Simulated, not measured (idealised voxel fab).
A process module follows: voxel gate over fins.
Square cell edge 5 nm, section width 195 nm, ID cut.
Think of the cross-section as a grid of square cells. We describe it in bands, top to bottom, and each band covers one or more rows of those cells. Within each band entry, the heights of the top and of the bottom of the band appear first, in that order and in nm; the materials of the band then follow from left to right, each with its corresponding width in nm. The designation "edge to edge" on a single material indicates that it fills the band from edge to edge; the designation "empty" indicates empty space. Zero point of the height axis is 0; under it, received wafer = one material. Lowest band: continues down indefinitely, "0 and below". Read "30 to 40" as a graded width: first number on top, second number at the bottom, same change between each pair of neighbouring rows. Step marked "left unchanged"? Then no cell in the cross-section changed in it. "Unvented internal voids" means: voids of 8 cells or more that are shut off from the top with no open way through. Written width x height at distance, distance from the left edge, in nm. Heads up: the bit after the settings on a step's line is the simulator's remark on that step. Regarding "overlay nm": on a step with a mask, it is the distance the mask lay to the right of its planned place; a negative value places it to the left. What follows is a series of pairs. Each pair shows a cross-section before one process step and the cross-section after it, and the after view is drawn only down to the lowest band that changed. Beneath each pair is the step that lies between the two, with its settings. Pairs may come from different runs of this module on the same starting wafer, so a pair continues from the one above it only where its entry headed "Pre-step section" says so.
Pre-step section
    15 down to 10: empty=15, TiAl=45, empty=15, TiAl=45, empty=15, TiAl=45, empty=15
    10 down to 5: empty=15, TiAl=5, TiN=35, TiAl=5, empty=15, TiAl=5, TiN=35, TiAl=5, empty=15, TiAl=5, TiN=35, TiAl=5, empty=15
    5 down to 0: empty=15, TiAl=5, TiN=5, HfO2=25, TiN=5, TiAl=5, empty=15, TiAl=5, TiN=5, HfO2=25, TiN=5, TiAl=5, empty=15, TiAl=5, TiN=5, HfO2=25, TiN=5, TiAl=5, empty=15
    0 down to -5: TiAl=20, TiN=5, HfO2=5, Si=15, HfO2=5, TiN=5, TiAl=25, TiN=5, HfO2=5, Si=15, HfO2=5, TiN=5, TiAl=25, TiN=5, HfO2=5, Si=15, HfO2=5, TiN=5, TiAl=20
    -5 down to -10: TiN=25, HfO2=5, Si=15, HfO2=5, TiN=35, HfO2=5, Si=15, HfO2=5, TiN=35, HfO2=5, Si=15, HfO2=5, TiN=25
    -10 down to -15: HfO2=30, Si=15, HfO2=45, Si=15, HfO2=45, Si=15, HfO2=30
    -15 down to -20: SiO2=30, Si=15, SiO2=45, Si=15, SiO2=45, Si=15, SiO2=30
    -20 down to -30: SiO2=30, Si=15, SiO2=20, TiN=5, W=5, TiN=5, SiO2=10, Si=15, SiO2=45, Si=15, SiO2=30
    -30 down to -35: SiO2=30, Si=15, SiO2=20, TiN=15, SiO2=10, Si=15, SiO2=45, Si=15, SiO2=30
    -35 down to -40: SiO2=30, Si=15, SiO2=45, Si=15, SiO2=45, Si=15, SiO2=30
    -40 and below: Si edge to edge
    Unvented internal voids: none
Post-Step Cross-Section
    20 down to 15: empty=10, TiN=55, empty=5, TiN=55, empty=5, TiN=55, empty=10
    15 down to 10: empty=10, TiN=5, TiAl=45, TiN=5, empty=5, TiN=5, TiAl=45, TiN=5, empty=5, TiN=5, TiAl=45, TiN=5, empty=10
    10 down to 5: empty=10, TiN=5, TiAl=5, TiN=35, TiAl=5, TiN=5, empty=5, TiN=5, TiAl=5, TiN=35, TiAl=5, TiN=5, empty=5, TiN=5, TiAl=5, TiN=35, TiAl=5, TiN=5, empty=10
    5 down to 0: TiN=15, TiAl=5, TiN=5, HfO2=25, TiN=5, TiAl=5, TiN=15, TiAl=5, TiN=5, HfO2=25, TiN=5, TiAl=5, TiN=15, TiAl=5, TiN=5, HfO2=25, TiN=5, TiAl=5, TiN=15
    below 0: unchanged
    Unvented internal voids: none
Which process step falls between the two cross-sections above? CONFORMAL_DEP: material TiN, thk nm 5
Pre-step section: check the pair just above; its after cross-section is our before state.
Post-Step Cross-Section
    30 down to 20: W edge to edge
    20 down to 15: W=10, TiN=55, W=5, TiN=55, W=5, TiN=55, W=10
    15 down to 10: W=10, TiN=5, TiAl=45, TiN=5, W=5, TiN=5, TiAl=45, TiN=5, W=5, TiN=5, TiAl=45, TiN=5, W=10
    10 down to 5: W=10, TiN=5, TiAl=5, TiN=35, TiAl=5, TiN=5, W=5, TiN=5, TiAl=5, TiN=35, TiAl=5, TiN=5, W=5, TiN=5, TiAl=5, TiN=35, TiAl=5, TiN=5, W=10
    below 5: unchanged
    Unvented internal voids: none
Which process step falls between the two cross-sections above? FILL_DEP: material W, thk nm 10
Pre-step section: check the pair just above; its after cross-section is our before state.
Post-Step Cross-Section
    25 down to 20: W edge to edge
    below 20: unchanged
    Unvented internal voids: none
Which process step falls between the two cross-sections above? CMP: height nm 25
Pre-step section: check the pair just above; its after cross-section is our before state.
Post-Step Cross-Section
    30 down to 25: SiCN edge to edge
    below 25: unchanged
    Unvented internal voids: none
Which process step falls between the two cross-sections above? CONFORMAL_DEP: material SiCN, thk nm 5
Pre-step section
    0 and below: Si edge to edge
    Unvented internal voids: none
Post-Step Cross-Section
    5 down to 0: HfO2 edge to edge
    below 0: unchanged
    Unvented internal voids: none
Which process step falls between the two cross-sections above? CONFORMAL_DEP: material HfO2, thk nm 5
Pre-step section: check the pair just above; its after cross-section is our before state.
Post-Step Cross-Section
    20 down to 5: empty=30, resist=15, empty=45, resist=15, empty=45, resist=15, empty=30
    below 5: unchanged
    Unvented internal voids: none
Which process step falls between the two cross-sections above? PATTERN: tone cover, mask id FINS, material resist, width nm 15, pitch nm 60, thk nm 15, overlay nm 0
Pre-step section: check the pair just above; its after cross-section is our before state.
Post-Step Cross-Section
    5 down to 0: HfO2 edge to edge
    below 0: unchanged
    Unvented internal voids: none
Which process step falls between the two cross-sections above? STRIP: etch materials resist
Pre-step section: check the pair just above; its after cross-section is our before state.
Post-Step Cross-Section
    20 down to 5: SiO2 edge to edge
    below 5: unchanged
    Unvented internal voids: none
Which process step falls between the two cross-sections above? FILL_DEP: material SiO2, thk nm 15
Pre-step section: check the pair just above; its after cross-section is our before state.
Post-Step Cross-Section
    5 down to 0: HfO2 edge to edge
    below 0: unchanged
    Unvented internal voids: none
Which process step falls between the two cross-sections above? CMP: height nm 5
Pre-step section: check the pair just above; its after cross-section is our before state.
Post-Step Cross-Section
    20 down to 5: resist=60, empty=15, resist=120
    below 5: unchanged
    Unvented internal voids: none
Which process step falls between the two cross-sections above? PATTERN: tone open, mask id RAIL, material resist, width nm 15, thk nm 15, overlay nm 0
Pre-step section: check the pair just above; its after cross-section is our before state.
Post-Step Cross-Section
    5 down to 0: HfO2 edge to edge
    below 0: unchanged
    Unvented internal voids: none
Which process step falls between the two cross-sections above? STRIP: etch materials resist
Pre-step section: check the pair just above; its after cross-section is our before state.
Post-Step Cross-Section
    10 down to 5: TiN edge to edge
    below 5: unchanged
    Unvented internal voids: none
Which process step falls between the two cross-sections above? CONFORMAL_DEP: material TiN, thk nm 5
Pre-step section: check the pair just above; its after cross-section is our before state.
Post-Step Cross-Section
    15 down to 10: W edge to edge
    below 10: unchanged
    Unvented internal voids: none
Which process step falls between the two cross-sections above? FILL_DEP: material W, thk nm 5
Pre-step section: check the pair just above; its after cross-section is our before state.
Post-Step Cross-Section
    5 down to 0: HfO2 edge to edge
    below 0: unchanged
    Unvented internal voids: none
Which process step falls between the two cross-sections above? CMP: height nm 5
Pre-step section: check the pair just above; its after cross-section is our before state.
Post-Step Cross-Section
    10 down to 5: SiO2 edge to edge
    below 5: unchanged
    Unvented internal voids: none
Which process step falls between the two cross-sections above? FILL_DEP: material SiO2, thk nm 5
Pre-step section: check the pair just above; its after cross-section is our before state.
Post-Step Cross-Section
    5 down to 0: HfO2 edge to edge
    below 0: unchanged
    Unvented internal voids: none
Which process step falls between the two cross-sections above? CMP: height nm 5
Pre-step section: check the pair just above; its after cross-section is our before state.
Post-Step Cross-Section
    10 down to 0: HfO2 edge to edge
    below 0: unchanged
    Unvented internal voids: none
Which process step falls between the two cross-sections above? CONFORMAL_DEP: material HfO2, thk nm 5
Pre-step section: check the pair just above; its after cross-section is our before state.
Post-Step Cross-Section
    15 down to 10: TiN edge to edge
    below 10: unchanged
    Unvented internal voids: none
Which process step falls between the two cross-sections above? CONFORMAL_DEP: material TiN, thk nm 5
Pre-step section: check the pair just above; its after cross-section is our before state.
Post-Step Cross-Section
    20 down to 15: TiAl edge to edge
    below 15: unchanged
    Unvented internal voids: none
Which process step falls between the two cross-sections above? CONFORMAL_DEP: material TiAl, thk nm 5
Pre-step section: check the pair just above; its after cross-section is our before state.
Post-Step Cross-Section
    25 down to 20: TiN edge to edge
    below 20: unchanged
    Unvented internal voids: none
Which process step falls between the two cross-sections above? CONFORMAL_DEP: material TiN, thk nm 5
Pre-step section: check the pair just above; its after cross-section is our before state.
Post-Step Cross-Section
    35 down to 25: W edge to edge
    below 25: unchanged
    Unvented internal voids: none
Which process step falls between the two cross-sections above? FILL_DEP: material W, thk nm 10
Pre-step section: check the pair just above; its after cross-section is our before state.
Post-Step Cross-Section
    25 down to 20: TiN edge to edge
    below 20: unchanged
    Unvented internal voids: none
Which process step falls between the two cross-sections above? CMP: height nm 25
Pre-step section: check the pair just above; its after cross-section is our before state.
Post-Step Cross-Section
    30 down to 25: SiCN edge to edge
    below 25: unchanged
    Unvented internal voids: none
Which process step falls between the two cross-sections above? CONFORMAL_DEP: material SiCN, thk nm 5
Pre-step section
    5 down to 0: SiO2=30, SiN=15, SiO2=45, SiN=15, SiO2=45, SiN=15, SiO2=30
    0 down to -40: SiO2=30, Si=15, SiO2=45, Si=15, SiO2=45, Si=15, SiO2=30
    -40 and below: Si edge to edge
    Unvented internal voids: none
Post-Step Cross-Section
    20 down to 5: empty=60, resist=15, empty=120
    below 5: unchanged
    Unvented internal voids: none
Which process step falls between the two cross-sections above? PATTERN: tone cover, mask id RAIL, material resist, width nm 15, thk nm 15, overlay nm 0
Pre-step section: check the pair just above; its after cross-section is our before state.
Post-Step Cross-Section
    20 down to 5: empty=60, resist=15, empty=120
    5 down to 0: empty=30, SiN=15, empty=15, SiO2=15, empty=15, SiN=15, empty=45, SiN=15, empty=30
    0 down to -35: empty=30, Si=15, empty=15, SiO2=15, empty=15, Si=15, empty=45, Si=15, empty=30
    below -35: unchanged
    Unvented internal voids: none
Which process step falls between the two cross-sections above? DIRECTIONAL_ETCH: etch materials SiO2, depth nm 40
Pre-step section: check the pair just above; its after cross-section is our before state.
Post-Step Cross-Section
    5 down to 0: empty=30, SiN=15, empty=15, SiO2=15, empty=15, SiN=15, empty=45, SiN=15, empty=30
    below 0: unchanged
    Unvented internal voids: none
Which process step falls between the two cross-sections above? STRIP: etch materials resist
Pre-step section: check the pair just above; its after cross-section is our before state.
Post-Step Cross-Section
    10 down to 5: empty=25, TiN=25, empty=5, TiN=25, empty=5, TiN=25, empty=35, TiN=25, empty=25
    5 down to 0: empty=25, TiN=5, SiN=15, TiN=5, empty=5, TiN=5, SiO2=15, TiN=5, empty=5, TiN=5, SiN=15, TiN=5, empty=35, TiN=5, SiN=15, TiN=5, empty=25
    0 down to -30: empty=25, TiN=5, Si=15, TiN=5, empty=5, TiN=5, SiO2=15, TiN=5, empty=5, TiN=5, Si=15, TiN=5, empty=35, TiN=5, Si=15, TiN=5, empty=25
    -30 down to -35: TiN=30, Si=15, TiN=15, SiO2=15, TiN=15, Si=15, TiN=45, Si=15, TiN=30
    below -35: unchanged
    Unvented internal voids: none
Which process step falls between the two cross-sections above? CONFORMAL_DEP: material TiN, thk nm 5
Pre-step section: check the pair just above; its after cross-section is our before state.
Post-Step Cross-Section
    15 down to 10: W edge to edge
    10 down to 5: W=25, TiN=25, W=5, TiN=25, W=5, TiN=25, W=35, TiN=25, W=25
    5 down to 0: W=25, TiN=5, SiN=15, TiN=5, W=5, TiN=5, SiO2=15, TiN=5, W=5, TiN=5, SiN=15, TiN=5, W=35, TiN=5, SiN=15, TiN=5, W=25
    0 down to -30: W=25, TiN=5, Si=15, TiN=5, W=5, TiN=5, SiO2=15, TiN=5, W=5, TiN=5, Si=15, TiN=5, W=35, TiN=5, Si=15, TiN=5, W=25
    below -30: unchanged
    Unvented internal voids: none
Which process step falls between the two cross-sections above? FILL_DEP: material W, thk nm 5
Pre-step section: check the pair just above; its after cross-section is our before state.
Post-Step Cross-Section
    5 down to 0: W=25, TiN=5, SiN=15, TiN=5, W=5, TiN=5, SiO2=15, TiN=5, W=5, TiN=5, SiN=15, TiN=5, W=35, TiN=5, SiN=15, TiN=5, W=25
    below 0: unchanged
    Unvented internal voids: none
Which process step falls between the two cross-sections above? CMP: height nm 5
Pre-step section: check the pair just above; its after cross-section is our before state.
Post-Step Cross-Section
    5 down to 0: empty=30, SiN=15, empty=15, SiO2=15, empty=15, SiN=15, empty=45, SiN=15, empty=30
    0 down to -20: empty=30, Si=15, empty=15, SiO2=15, empty=15, Si=15, empty=45, Si=15, empty=30
    below -20: unchanged
    Unvented internal voids: none
Which process step falls between the two cross-sections above? SELECTIVE_ETCH: etch materials W Ru TiN, depth nm 25
Pre-step section: check the pair just above; its after cross-section is our before state.
Post-Step Cross-Section
    10 down to 5: SiO2 edge to edge
    5 down to 0: SiO2=30, SiN=15, SiO2=45, SiN=15, SiO2=45, SiN=15, SiO2=30
    0 down to -20: SiO2=30, Si=15, SiO2=45, Si=15, SiO2=45, Si=15, SiO2=30
    below -20: unchanged
    Unvented internal voids: none
Which process step falls between the two cross-sections above? FILL_DEP: material SiO2, thk nm 5
Pre-step section: check the pair just above; its after cross-section is our before state.
Post-Step Cross-Section
    5 down to 0: SiO2=30, SiN=15, SiO2=45, SiN=15, SiO2=45, SiN=15, SiO2=30
    below 0: unchanged
    Unvented internal voids: none
Which process step falls between the two cross-sections above? CMP: height nm 5
Pre-step section: check the pair just above; its after cross-section is our before state.
Post-Step Cross-Section
    5 down to 0: empty=30, SiN=15, empty=45, SiN=15, empty=45, SiN=15, empty=30
    0 down to -15: empty=30, Si=15, empty=45, Si=15, empty=45, Si=15, empty=30
    below -15: unchanged
    Unvented internal voids: none
Which process step falls between the two cross-sections above? SELECTIVE_ETCH: etch materials SiO2, depth nm 20
Pre-step section: check the pair just above; its after cross-section is our before state.
Post-Step Cross-Section
    0 down to -15: empty=30, Si=15, empty=45, Si=15, empty=45, Si=15, empty=30
    below -15: unchanged
    Unvented internal voids: none
Which process step falls between the two cross-sections above? STRIP: etch materials SiN
Pre-step section: check the pair just above; its after cross-section is our before state.
Post-Step Cross-Section
    5 down to 0: empty=25, HfO2=25, empty=35, HfO2=25, empty=35, HfO2=25, empty=25
    0 down to -10: empty=25, HfO2=5, Si=15, HfO2=5, empty=35, HfO2=5, Si=15, HfO2=5, empty=35, HfO2=5, Si=15, HfO2=5, empty=25
    -10 down to -15: HfO2=30, Si=15, HfO2=45, Si=15, HfO2=45, Si=15, HfO2=30
    below -15: unchanged
    Unvented internal voids: none
Which process step falls between the two cross-sections above? CONFORMAL_DEP: material HfO2, thk nm 5
Pre-step section: check the pair just above; its after cross-section is our before state.
Post-Step Cross-Section
    10 down to 5: empty=20, TiN=35, empty=25, TiN=35, empty=25, TiN=35, empty=20
    5 down to 0: empty=20, TiN=5, HfO2=25, TiN=5, empty=25, TiN=5, HfO2=25, TiN=5, empty=25, TiN=5, HfO2=25, TiN=5, empty=20
    0 down to -5: empty=20, TiN=5, HfO2=5, Si=15, HfO2=5, TiN=5, empty=25, TiN=5, HfO2=5, Si=15, HfO2=5, TiN=5, empty=25, TiN=5, HfO2=5, Si=15, HfO2=5, TiN=5, empty=20
    -5 down to -10: TiN=25, HfO2=5, Si=15, HfO2=5, TiN=35, HfO2=5, Si=15, HfO2=5, TiN=35, HfO2=5, Si=15, HfO2=5, TiN=25
    below -10: unchanged
    Unvented internal voids: none
Which process step falls between the two cross-sections above? CONFORMAL_DEP: material TiN, thk nm 5
Pre-step section: check the pair just above; its after cross-section is our before state.
Post-Step Cross-Section
    15 down to 10: empty=15, TiAl=45, empty=15, TiAl=45, empty=15, TiAl=45, empty=15
    10 down to 5: empty=15, TiAl=5, TiN=35, TiAl=5, empty=15, TiAl=5, TiN=35, TiAl=5, empty=15, TiAl=5, TiN=35, TiAl=5, empty=15
    5 down to 0: empty=15, TiAl=5, TiN=5, HfO2=25, TiN=5, TiAl=5, empty=15, TiAl=5, TiN=5, HfO2=25, TiN=5, TiAl=5, empty=15, TiAl=5, TiN=5, HfO2=25, TiN=5, TiAl=5, empty=15
    0 down to -5: TiAl=20, TiN=5, HfO2=5, Si=15, HfO2=5, TiN=5, TiAl=25, TiN=5, HfO2=5, Si=15, HfO2=5, TiN=5, TiAl=25, TiN=5, HfO2=5, Si=15, HfO2=5, TiN=5, TiAl=20
    below -5: unchanged
    Unvented internal voids: none
Which process step falls between the two cross-sections above? CONFORMAL_DEP: material TiAl, thk nm 5
Pre-step section: check the pair just above; its after cross-section is our before state.
Post-Step Cross-Section
    20 down to 15: empty=10, TiN=55, empty=5, TiN=55, empty=5, TiN=55, empty=10
    15 down to 10: empty=10, TiN=5, TiAl=45, TiN=5, empty=5, TiN=5, TiAl=45, TiN=5, empty=5, TiN=5, TiAl=45, TiN=5, empty=10
    10 down to 5: empty=10, TiN=5, TiAl=5, TiN=35, TiAl=5, TiN=5, empty=5, TiN=5, TiAl=5, TiN=35, TiAl=5, TiN=5, empty=5, TiN=5, TiAl=5, TiN=35, TiAl=5, TiN=5, empty=10
    5 down to 0: TiN=15, TiAl=5, TiN=5, HfO2=25, TiN=5, TiAl=5, TiN=15, TiAl=5, TiN=5, HfO2=25, TiN=5, TiAl=5, TiN=15, TiAl=5, TiN=5, HfO2=25, TiN=5, TiAl=5, TiN=15
    below 0: unchanged
    Unvented internal voids: none
Which process step falls between the two cross-sections above? CONFORMAL_DEP: material TiN, thk nm 5
Pre-step section: check the pair just above; its after cross-section is our before state.
Post-Step Cross-Section
    30 down to 20: W edge to edge
    20 down to 15: W=10, TiN=55, W=5, TiN=55, W=5, TiN=55, W=10
    15 down to 10: W=10, TiN=5, TiAl=45, TiN=5, W=5, TiN=5, TiAl=45, TiN=5, W=5, TiN=5, TiAl=45, TiN=5, W=10
    10 down to 5: W=10, TiN=5, TiAl=5, TiN=35, TiAl=5, TiN=5, W=5, TiN=5, TiAl=5, TiN=35, TiAl=5, TiN=5, W=5, TiN=5, TiAl=5, TiN=35, TiAl=5, TiN=5, W=10
    below 5: unchanged
    Unvented internal voids: none
Which process step falls between the two cross-sections above? FILL_DEP: material W, thk nm 10
Pre-step section: check the pair just above; its after cross-section is our before state.
Post-Step Cross-Section
    25 down to 20: W edge to edge
    below 20: unchanged
    Unvented internal voids: none
Which process step falls between the two cross-sections above? CMP: height nm 25
Pre-step section: check the pair just above; its after cross-section is our before state.
Post-Step Cross-Section
    30 down to 25: SiCN edge to edge
    below 25: unchanged
    Unvented internal voids: none
Which process step falls between the two cross-sections above? CONFORMAL_DEP: material SiCN, thk nm 5
